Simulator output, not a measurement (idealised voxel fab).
Proc. module: voxel capacitor over wiring
Each square cell in cross-section cut measures 5 nm, and the section as a whole is 160 nm wide.
A cross-section is written here as square cells arranged in a grid, and it is given in bands from the top down, each band taking up one or more rows of cells. In this notation a band is specified by the heights of its top and bottom, in that order and in nm, after which its materials appear from left to right, each paired with its width in nm. The word "throughout" attached to a single material means that material fills the band from edge to edge; the word "blank" stands for empty space. For the purposes of this specification, 0 denotes the height below which the wafer in its as-received condition is composed wholly of one material, and the lowermost band, lacking a lower limit, extends downward without end, as expressed in "from 0 down". You'd read "30..40" like this: the band's top row of cells is as wide as the first number, its bottom row is as wide as the second, and going down, every row changes width by the same amount as the row before did. "no change occurred" (step): cross-section cells unchanged, all of them. Heads up: "Enclosed internal voids" only lists the empty pockets with no open path to the top that are 8 cells or more, and it writes them as width x height at distance, distance from the left edge, in nm. That trailing text on a step's line, after the settings, is the simulator's own remark on the step. A step line may carry the setting "overlay nm", which, for steps involving a mask, states the distance by which the mask lay to the right of its intended position; negative values denote displacement to the left.

So here's the lineup of process steps we planned:
1 RECEIVE: material Si
2 CONFORMAL_DEP: material SiO2, thk nm 15
3 DIRECTIONAL_DEP: material TiN, thk nm 5
4 DIRECTIONAL_DEP: material W, thk nm 20
5 DIRECTIONAL_DEP: material aC, thk nm 15
6 PATTERN: tone cover, mask id METAL_1, material resist, width nm 30, pitch nm 95, thk nm 30, overlay nm 0
7 DIRECTIONAL_ETCH: etch materials aC, depth nm 15
8 STRIP: etch materials resist
9 DIRECTIONAL_ETCH: etch materials W, depth nm 20
10 DIRECTIONAL_ETCH: etch materials TiN, depth nm 5
11 STRIP: etch materials aC
12 FILL_DEP: material lowk, thk nm 10
13 CMP: height nm 40
14 CONFORMAL_DEP: material SiCN, thk nm 5
15 DIRECTIONAL_DEP: material SiO2, thk nm 20
16 PATTERN: tone open, mask id PLUG_1, material resist, width nm 15, thk nm 15, overlay nm 0
17 DIRECTIONAL_ETCH: etch materials SiO2, depth nm 20
18 DIRECTIONAL_ETCH: etch materials SiCN, depth nm 5
19 STRIP: etch materials resist
20 CONFORMAL_DEP: material TiN, thk nm 5
21 FILL_DEP: material Cu, thk nm 10
22 CMP: height nm 65
23 DIRECTIONAL_DEP: material TiN, thk nm 10
24 DIRECTIONAL_DEP: material SiN, thk nm 5
25 DIRECTIONAL_DEP: material TiN, thk nm 5
26 PATTERN: tone cover, mask id UPPER_PLATE, material resist, width nm 70, thk nm 15, overlay nm 0
27 DIRECTIONAL_ETCH: etch materials TiN, depth nm 5
28 DIRECTIONAL_ETCH: etch materials SiN, depth nm 5
29 STRIP: etch materials resist
30 PATTERN: tone cover, mask id LOWER_PLATE, material resist, width nm 80, thk nm 15, overlay nm 0
31 DIRECTIONAL_ETCH: etch materials TiN, depth nm 10
32 STRIP: etch materials resist
33 FILL_DEP: material SiO2, thk nm 20
34 CMP: height nm 100
35 MASKED_ETCH: tone open, mask id PLUG_2, width nm 15, etch materials SiO2, depth nm 15, overlay nm 0
36 CONFORMAL_DEP: material TiN, thk nm 5
37 FILL_DEP: material Ru, thk nm 10
38 CMP: height nm 100
39 CONFORMAL_DEP: material SiCN, thk nm 5

Incoming wafer, cross-sectional view, post step 1:
- from 0 down = Si throughout
- Enclosed internal voids: none

First of two wafers at the end of the module, shown in cross-section; run carried out as planned:
- from 105 to 100 = SiCN throughout
- from 100 to 90 = SiO2: 40, TiN: 5, Ru: 5, TiN: 5, SiO2: 105
- from 90 to 80 = SiO2: 40..30, TiN: 15..70, SiO2: 105..60
- from 80 to 75 = SiO2: 30, SiN: 70, SiO2: 60
- from 75 to 65 = SiO2: 25, TiN: 80, SiO2: 55
- from 65 to 45 = SiO2: 30, TiN: 5, Cu: 5, TiN: 5, SiO2: 115
- from 45 to 40 = SiCN: 30, TiN: 15, SiCN: 115
- from 40 to 20 = lowk: 15, W: 30, lowk: 65, W: 30, lowk: 20
- from 20 to 15 = lowk: 15, TiN: 30, lowk: 65, TiN: 30, lowk: 20
- from 15 to 0 = SiO2 throughout
- from 0 down = Si throughout
- Enclosed internal voids: none

Wafer two, end of module, cross-section. Same start, same plan as wafer one. One mistake in the run:
- from 105 to 100 = SiCN throughout
- from 100 to 90 = SiO2: 40, TiN: 5, Ru: 5, TiN: 5, SiO2: 105
- from 90 to 80 = SiO2: 40..30, TiN: 15..70, SiO2: 105..60
- from 80 to 75 = SiO2: 30, SiN: 70, SiO2: 60
- from 75 to 65 = SiO2: 25, TiN: 80, SiO2: 55
- from 65 to 45 = SiO2: 30, TiN: 5, Cu: 5, TiN: 5, SiO2: 115
- from 45 to 40 = SiCN: 30, TiN: 15, SiCN: 115
- from 40 to 25 = lowk: 15, W: 30, lowk: 65, W: 30, lowk: 20
- from 25 to 20 = lowk: 15, TiN: 30, lowk: 65, TiN: 30, lowk: 20
- from 20 to 0 = SiO2 throughout
- from 0 down = Si throughout
- Enclosed internal voids: none
It is concluded that the wafer was processed incorrectly with respect to the plan, in that in deviation from the planned setting, step 2 was conducted as CONFORMAL_DEP: material SiO2, thk nm 20
Bottom line after processing is that, in cells, the second wafer is up or down on some materials versus the first: SiO2 +32; W -12; lowk -20
